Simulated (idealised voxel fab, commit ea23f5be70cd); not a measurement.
process module | voxel self aligned contacts
cross-section cut | 265 nm wide | cells 5 nm
A cross-section is a grid of square cells, given in bands from the top down. A band is one or more rows of cells.
Each band's line starts with the height of the band's top and of its bottom, in nm. Then come its materials from left to right, each with its width in nm. One material with "throughout" fills the band from edge to edge. "air" is empty space.
Height 0 is the level under which the wafer as received is all one material. The lowest band goes on downwards, as in "0 down".
A width such as "30 to 40" changes by the same amount from each row of cells to the next, from the band's top row to its bottom row.
"no change" after a step means that no cell of the cross-section changed.
closed voids: empty space of 8 cells or more with no open way to the top, each as width x height at its distance from the left edge, in nm
after a step's settings: what the simulator itself notes on the step
overlay nm, on a step with a mask: how far to the right of its planned place the mask lay; to the left if negative
plan
1 op RECEIVE | material Si
2 op OXIDIZE | depth nm 5
3 op DIRECTIONAL_DEP | material polySi | thk nm 20
4 op DIRECTIONAL_DEP | material SiN | thk nm 15
5 op PATTERN | tone cover | mask id GATE | material resist | width nm 35 | pitch nm 70 | thk nm 20 | overlay nm 0
6 op DIRECTIONAL_ETCH | etch materials SiN | depth nm 15
7 op DIRECTIONAL_ETCH | etch materials polySi | depth nm 20
8 op STRIP | etch materials resist
9 op CONFORMAL_DEP | material SiN | thk nm 5
10 op DIRECTIONAL_ETCH | etch materials SiN | depth nm 5
11 op FILL_DEP | material SiO2 | thk nm 15
12 op CMP | height nm 40
13 op PATTERN | tone open | mask id CONTACT | material resist | width nm 45 | thk nm 15 | overlay nm 0
14 op DIRECTIONAL_ETCH | etch materials SiO2 | depth nm 45
15 op STRIP | etch materials resist
16 op CONFORMAL_DEP | material TiN | thk nm 5
17 op FILL_DEP | material Ru | thk nm 5
18 op CMP | height nm 40
19 op CONFORMAL_DEP | material SiN | thk nm 5
as received, after step 1
  0 down: Si throughout
  closed voids: none
first wafer at the end, as planned
  45 to 40: SiN throughout
  40 to 35: SiO2 110 | TiN 15 | Ru 15 | TiN 15 | SiO2 110
  35 to 20: SiO2 75 | SiN 45 | TiN 5 | Ru 15 | TiN 5 | SiN 45 | SiO2 75
  20 to 0: SiO2 75 | SiN 5 | polySi 35 | SiN 5 | TiN 5 | Ru 15 | TiN 5 | SiN 5 | polySi 35 | SiN 5 | SiO2 75
  0 to -5: SiO2 120 | TiN 25 | SiO2 120
  -5 down: Si throughout
  closed voids: none
second wafer at the end: like start, like plan, one mistake
  45 to 40: SiN throughout
  40 to 30: SiO2 110 | TiN 5 to 15 | Ru 35 to 15 | TiN 5 to 15 | SiO2 110
  30 to 15: SiO2 75 | SiN 45 | TiN 5 | Ru 15 | TiN 5 | SiN 45 | SiO2 75
  15 to 0: SiO2 75 | SiN 5 | polySi 35 | SiN 5 | TiN 5 | Ru 15 | TiN 5 | SiN 5 | polySi 35 | SiN 5 | SiO2 75
  0 to -5: SiO2 120 | TiN 25 | SiO2 120
  -5 down: Si throughout
  closed voids: none
what went wrong: step 3 ran as: op DIRECTIONAL_DEP | material polySi | thk nm 15
at the end the second wafer has, in cells: 4 more of Ru | 4 fewer of SiN | 14 more of SiO2 | 14 fewer of polySi
